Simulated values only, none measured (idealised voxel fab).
You're looking at the process module voxel capacitor over wiring.
Xsec cut, 280 nm wide, square cell size 5 nm.
This document writes a cross-section as a grid whose cells are square, and gives it as bands, listed from the top down; one or more rows of cells form a band. This entry defines a band. It first specifies the height of the band's top and the height of its bottom in nm, and then specifies the band's materials from left to right, stating each material with its width in nm. The word "throughout" identifies a single material that fills the band from edge to edge, while the word "air" identifies empty space. Heights are measured from 0, the level below which the as-received wafer is all one material; the lowest band has no bottom and continues downward, written as in "0 nm and below". A width such as "30->40" changes by the same amount from each row of cells to the next, from the band's top row to its bottom row. "no change" -> step changed no cross-section cell. The entry "Voids, sealed" lists the empty spaces that cover at least 8 cells and have no open path to the top. Each is written as width x height at distance, where the distance is measured from the left edge and all three values are in nm. Text after the settings on a step's line: the simulator's own remark on that step. overlay nm: for a step with a mask, the amount by which the mask lay right of where it was planned; a negative amount means left of it.

### Below is the list of planned process steps
1. RECEIVE (material Si)
2. CONFORMAL_DEP (material SiO2; thk nm 15)
3. CONFORMAL_DEP (material SiCN; thk nm 5)
4. DIRECTIONAL_DEP (material lowk; thk nm 15)
5. MASKED_ETCH (tone open; mask id METAL_1; width nm 25; pitch nm 90; etch materials lowk; depth nm 15; overlay nm 0)
6. MASKED_ETCH (tone open; mask id METAL_1; width nm 25; pitch nm 90; etch materials SiCN; depth nm 5; overlay nm 0)
7. CONFORMAL_DEP (material TiN; thk nm 5)
8. FILL_DEP (material Cu; thk nm 5)
9. CMP (height nm 35)
10. CONFORMAL_DEP (material SiCN; thk nm 5)
11. DIRECTIONAL_DEP (material SiO2; thk nm 20)
12. MASKED_ETCH (tone open; mask id PLUG_1; width nm 15; etch materials SiO2; depth nm 20; overlay nm 0)
13. MASKED_ETCH (tone open; mask id PLUG_1; width nm 15; etch materials SiCN; depth nm 5; overlay nm 0)
14. EPI (material Ru; thk nm 10)
15. EPI (material Ru; thk nm 10)
16. EPI (material Ru; thk nm 5)
17. DIRECTIONAL_DEP (material TiN; thk nm 10)
18. DIRECTIONAL_DEP (material Al2O3; thk nm 5)
19. DIRECTIONAL_DEP (material TiN; thk nm 5)
20. PATTERN (tone cover; mask id UPPER_PLATE; material resist; width nm 70; thk nm 15; overlay nm 0)
21. DIRECTIONAL_ETCH (etch materials TiN; depth nm 5)
22. DIRECTIONAL_ETCH (etch materials Al2O3; depth nm 5)
23. STRIP (etch materials resist)
24. MASKED_ETCH (tone cover; mask id LOWER_PLATE; width nm 80; etch materials TiN; depth nm 10; overlay nm 0)
25. FILL_DEP (material SiO2; thk nm 20)
26. CMP (height nm 95)
27. PATTERN (tone open; mask id PLUG_2; material resist; width nm 15; thk nm 20; overlay nm 0)
28. DIRECTIONAL_ETCH (etch materials SiO2; depth nm 15)
29. STRIP (etch materials resist)
30. CONFORMAL_DEP (material TiN; thk nm 5)
31. FILL_DEP (material W; thk nm 10)
32. CMP (height nm 95)
33. CONFORMAL_DEP (material SiCN; thk nm 5)

### First of two wafers: run as planned

### The cross-section here shows the wafer as received, i.e. in its state after step 1
- 0 nm and below | Si throughout
- Voids, sealed: none

### After step 2, in cross-section
- 15 nm to 0 nm | SiO2 throughout
- All layers under 0 are left as they were.

### After step 3, in cross-section
- 20 nm to 15 nm | SiCN throughout
- All layers under 15 are left as they were.

### After step 4, in cross-section
- 35 nm to 20 nm | lowk throughout
- All layers under 20 are left as they were.

### After step 5, in cross-section
- 35 nm to 20 nm | lowk: 80, then air: 25, then lowk: 65, then air: 25, then lowk: 85
- All layers under 20 are left as they were.

### After step 6, in cross-section
- 35 nm to 20 nm | lowk: 80, then air: 25, then lowk: 65, then air: 25, then lowk: 85
- 20 nm to 15 nm | SiCN: 80, then air: 25, then SiCN: 65, then air: 25, then SiCN: 85
- All layers under 15 are left as they were.

### After step 7, in cross-section
- 40 nm to 35 nm | TiN: 85, then air: 15, then TiN: 75, then air: 15, then TiN: 90
- 35 nm to 20 nm | lowk: 80, then TiN: 5, then air: 15, then TiN: 5, then lowk: 65, then TiN: 5, then air: 15, then TiN: 5, then lowk: 85
- 20 nm to 15 nm | SiCN: 80, then TiN: 25, then SiCN: 65, then TiN: 25, then SiCN: 85
- All layers under 15 are left as they were.

### After step 8, in cross-section
- 45 nm to 40 nm | Cu throughout
- 40 nm to 35 nm | TiN: 85, then Cu: 15, then TiN: 75, then Cu: 15, then TiN: 90
- 35 nm to 20 nm | lowk: 80, then TiN: 5, then Cu: 15, then TiN: 5, then lowk: 65, then TiN: 5, then Cu: 15, then TiN: 5, then lowk: 85
- All layers under 20 are left as they were.

### After step 9, in cross-section
- 35 nm to 20 nm | lowk: 80, then TiN: 5, then Cu: 15, then TiN: 5, then lowk: 65, then TiN: 5, then Cu: 15, then TiN: 5, then lowk: 85
- All layers under 20 are left as they were.

### After step 10, in cross-section
- 40 nm to 35 nm | SiCN throughout
- All layers under 35 are left as they were.

### After step 11, in cross-section
- 60 nm to 40 nm | SiO2 throughout
- All layers under 40 are left as they were.

### After step 12, in cross-section
- 60 nm to 40 nm | SiO2: 90, then air: 15, then SiO2: 175
- All layers under 40 are left as they were.

### After step 13, in cross-section
- 60 nm to 40 nm | SiO2: 90, then air: 15, then SiO2: 175
- 40 nm to 35 nm | SiCN: 90, then air: 15, then SiCN: 175
- All layers under 35 are left as they were.

### After step 14, in cross-section
- 60 nm to 45 nm | SiO2: 90, then air: 15, then SiO2: 175
- 45 nm to 40 nm | SiO2: 90, then Ru: 15, then SiO2: 175
- 40 nm to 35 nm | SiCN: 90, then Ru: 15, then SiCN: 175
- All layers under 35 are left as they were.

### After step 15, in cross-section
- 60 nm to 55 nm | SiO2: 90, then air: 15, then SiO2: 175
- 55 nm to 40 nm | SiO2: 90, then Ru: 15, then SiO2: 175
- All layers under 40 are left as they were.

### After step 16, in cross-section
- 60 nm to 40 nm | SiO2: 90, then Ru: 15, then SiO2: 175
- All layers under 40 are left as they were.

### After step 17, in cross-section
- 70 nm to 60 nm | TiN throughout
- All layers under 60 are left as they were.

### After step 18, in cross-section
- 75 nm to 70 nm | Al2O3 throughout
- All layers under 70 are left as they were.

### After step 19, in cross-section
- 80 nm to 75 nm | TiN throughout
- All layers under 75 are left as they were.

### After step 20, in cross-section
- 95 nm to 80 nm | air: 90, then resist: 70, then air: 120
- All layers under 80 are left as they were.

### After step 21, in cross-section
- 95 nm to 80 nm | air: 90, then resist: 70, then air: 120
- 80 nm to 75 nm | air: 90, then TiN: 70, then air: 120
- All layers under 75 are left as they were.

### After step 22, in cross-section
- 95 nm to 80 nm | air: 90, then resist: 70, then air: 120
- 80 nm to 75 nm | air: 90, then TiN: 70, then air: 120
- 75 nm to 70 nm | air: 90, then Al2O3: 70, then air: 120
- All layers under 70 are left as they were.

### After step 23, in cross-section
- 80 nm to 75 nm | air: 90, then TiN: 70, then air: 120
- All layers under 75 are left as they were.

### After step 24, in cross-section
- 80 nm to 75 nm | air: 90, then TiN: 70, then air: 120
- 75 nm to 70 nm | air: 90, then Al2O3: 70, then air: 120
- 70 nm to 60 nm | air: 85, then TiN: 80, then air: 115
- All layers under 60 are left as they were.

### After step 25, in cross-section
- 100 nm to 80 nm | SiO2 throughout
- 80 nm to 75 nm | SiO2: 90, then TiN: 70, then SiO2: 120
- 75 nm to 70 nm | SiO2: 90, then Al2O3: 70, then SiO2: 120
- 70 nm to 60 nm | SiO2: 85, then TiN: 80, then SiO2: 115
- All layers under 60 are left as they were.

### After step 26, in cross-section
- 95 nm to 80 nm | SiO2 throughout
- All layers under 80 are left as they were.

### After step 27, in cross-section
- 115 nm to 95 nm | resist: 100, then air: 15, then resist: 165
- All layers under 95 are left as they were.

### After step 28, in cross-section
- 115 nm to 95 nm | resist: 100, then air: 15, then resist: 165
- 95 nm to 80 nm | SiO2: 100, then air: 15, then SiO2: 165
- All layers under 80 are left as they were.

### After step 29, in cross-section
- 95 nm to 80 nm | SiO2: 100, then air: 15, then SiO2: 165
- All layers under 80 are left as they were.

### After step 30, in cross-section
- 100 nm to 95 nm | TiN: 105, then air: 5, then TiN: 170
- 95 nm to 85 nm | SiO2: 100, then TiN: 5, then air: 5, then TiN: 5, then SiO2: 165
- 85 nm to 75 nm | SiO2: 100->90, then TiN: 15->70, then SiO2: 165->120
- All layers under 75 are left as they were.

### After step 31, in cross-section
- 110 nm to 100 nm | W throughout
- 100 nm to 95 nm | TiN: 105, then W: 5, then TiN: 170
- 95 nm to 85 nm | SiO2: 100, then TiN: 5, then W: 5, then TiN: 5, then SiO2: 165
- All layers under 85 are left as they were.

### After step 32, in cross-section
- 95 nm to 85 nm | SiO2: 100, then TiN: 5, then W: 5, then TiN: 5, then SiO2: 165
- All layers under 85 are left as they were.

### After step 33, in cross-section
- 100 nm to 95 nm | SiCN throughout
- All layers under 95 are left as they were.

### The second wafer began exactly as the first did and followed the same plan, but one mistake was made while running it; through step 13 inclusive, the two wafers are identical

### Cross-sectional view of the second wafer at the intended end time of process step 15
- 65 nm to 60 nm | air: 85, then Ru: 25, then air: 170
- 60 nm to 40 nm | SiO2: 90, then Ru: 15, then SiO2: 175
- 40 nm to 35 nm | SiCN: 90, then Ru: 15, then SiCN: 175
- All layers under 35 are left as they were.

### Cross-sectional view of the second wafer at the intended end time of process step 16
- 70 nm to 60 nm | air: 80, then Ru: 35, then air: 165
- All layers under 60 are left as they were.

### Cross-sectional view of the second wafer at the intended end time of process step 17
- 80 nm to 70 nm | air: 80, then TiN: 35, then air: 165
- 70 nm to 60 nm | TiN: 80, then Ru: 35, then TiN: 165
- All layers under 60 are left as they were.

### Cross-sectional view of the second wafer at the intended end time of process step 18
- 85 nm to 80 nm | air: 80, then Al2O3: 35, then air: 165
- 80 nm to 75 nm | air: 80, then TiN: 35, then air: 165
- 75 nm to 70 nm | Al2O3: 80, then TiN: 35, then Al2O3: 165
- All layers under 70 are left as they were.

### Cross-sectional view of the second wafer at the intended end time of process step 19
- 90 nm to 85 nm | air: 80, then TiN: 35, then air: 165
- 85 nm to 80 nm | air: 80, then Al2O3: 35, then air: 165
- 80 nm to 75 nm | TiN throughout
- All layers under 75 are left as they were.

### Cross-sectional view of the second wafer at the intended end time of process step 20
- 105 nm to 90 nm | air: 90, then resist: 70, then air: 120
- 90 nm to 85 nm | air: 80, then TiN: 35, then resist: 45, then air: 120
- 85 nm to 80 nm | air: 80, then Al2O3: 35, then resist: 45, then air: 120
- All layers under 80 are left as they were.

### Cross-sectional view of the second wafer at the intended end time of process step 21
- 105 nm to 90 nm | air: 90, then resist: 70, then air: 120
- 90 nm to 85 nm | air: 90, then TiN: 25, then resist: 45, then air: 120
- 85 nm to 80 nm | air: 80, then Al2O3: 35, then resist: 45, then air: 120
- 80 nm to 75 nm | air: 80, then TiN: 80, then air: 120
- All layers under 75 are left as they were.

### Cross-sectional view of the second wafer at the intended end time of process step 22
- 105 nm to 90 nm | air: 90, then resist: 70, then air: 120
- 90 nm to 85 nm | air: 90, then TiN: 25, then resist: 45, then air: 120
- 85 nm to 80 nm | air: 90, then Al2O3: 25, then resist: 45, then air: 120
- 80 nm to 75 nm | air: 80, then TiN: 80, then air: 120
- 75 nm to 70 nm | air: 80, then TiN: 35, then Al2O3: 45, then air: 120
- All layers under 70 are left as they were.

### Cross-sectional view of the second wafer at the intended end time of process step 23
- 90 nm to 85 nm | air: 90, then TiN: 25, then air: 165
- 85 nm to 80 nm | air: 90, then Al2O3: 25, then air: 165
- All layers under 80 are left as they were.

### Cross-sectional view of the second wafer at the intended end time of process step 24
- 90 nm to 85 nm | air: 90, then TiN: 25, then air: 165
- 85 nm to 80 nm | air: 90, then Al2O3: 25, then air: 165
- 80 nm to 75 nm | air: 85, then TiN: 75, then air: 120
- 75 nm to 70 nm | air: 85, then TiN: 30, then Al2O3: 45, then air: 120
- 70 nm to 60 nm | air: 80, then Ru: 35, then TiN: 50, then air: 115
- All layers under 60 are left as they were.

### Cross-sectional view of the second wafer at the intended end time of process step 25
- 110 nm to 90 nm | SiO2 throughout
- 90 nm to 85 nm | SiO2: 90, then TiN: 25, then SiO2: 165
- 85 nm to 80 nm | SiO2: 90, then Al2O3: 25, then SiO2: 165
- 80 nm to 75 nm | SiO2: 85, then TiN: 75, then SiO2: 120
- 75 nm to 70 nm | SiO2: 85, then TiN: 30, then Al2O3: 45, then SiO2: 120
- 70 nm to 60 nm | SiO2: 80, then Ru: 35, then TiN: 50, then SiO2: 115
- All layers under 60 are left as they were.

### Cross-sectional view of the second wafer at the intended end time of process step 26
- 95 nm to 90 nm | SiO2 throughout
- All layers under 90 are left as they were.

### Cross-sectional view of the second wafer at the intended end time of process step 27
- 115 nm to 95 nm | resist: 100, then air: 15, then resist: 165
- All layers under 95 are left as they were.

### Cross-sectional view of the second wafer at the intended end time of process step 28
- 115 nm to 95 nm | resist: 100, then air: 15, then resist: 165
- 95 nm to 90 nm | SiO2: 100, then air: 15, then SiO2: 165
- All layers under 90 are left as they were.

### Cross-sectional view of the second wafer at the intended end time of process step 29
- 95 nm to 90 nm | SiO2: 100, then air: 15, then SiO2: 165
- All layers under 90 are left as they were.

### Cross-sectional view of the second wafer at the intended end time of process step 30
- 100 nm to 95 nm | TiN: 105, then air: 5, then TiN: 170
- 95 nm to 85 nm | SiO2: 100->90, then TiN: 15->25, then SiO2: 165
- All layers under 85 are left as they were.

### Cross-sectional view of the second wafer at the intended end time of process step 31
- 110 nm to 100 nm | W throughout
- 100 nm to 95 nm | TiN: 105, then W: 5, then TiN: 170
- All layers under 95 are left as they were.

### Cross-sectional view of the second wafer at the intended end time of process step 32
- 95 nm to 85 nm | SiO2: 100->90, then TiN: 15->25, then SiO2: 165
- All layers under 85 are left as they were.

### Cross-sectional view of the second wafer at the intended end time of process step 33
- 100 nm to 95 nm | SiCN throughout
- All layers under 95 are left as they were.
Finding, execution versus plan: of the identical steps 14 and 15, one was run twice, which one not being known
Count the cells at the end and the second wafer has more or fewer of some materials than the first: +14 Ru; -8 SiO2; -4 TiN; -2 W
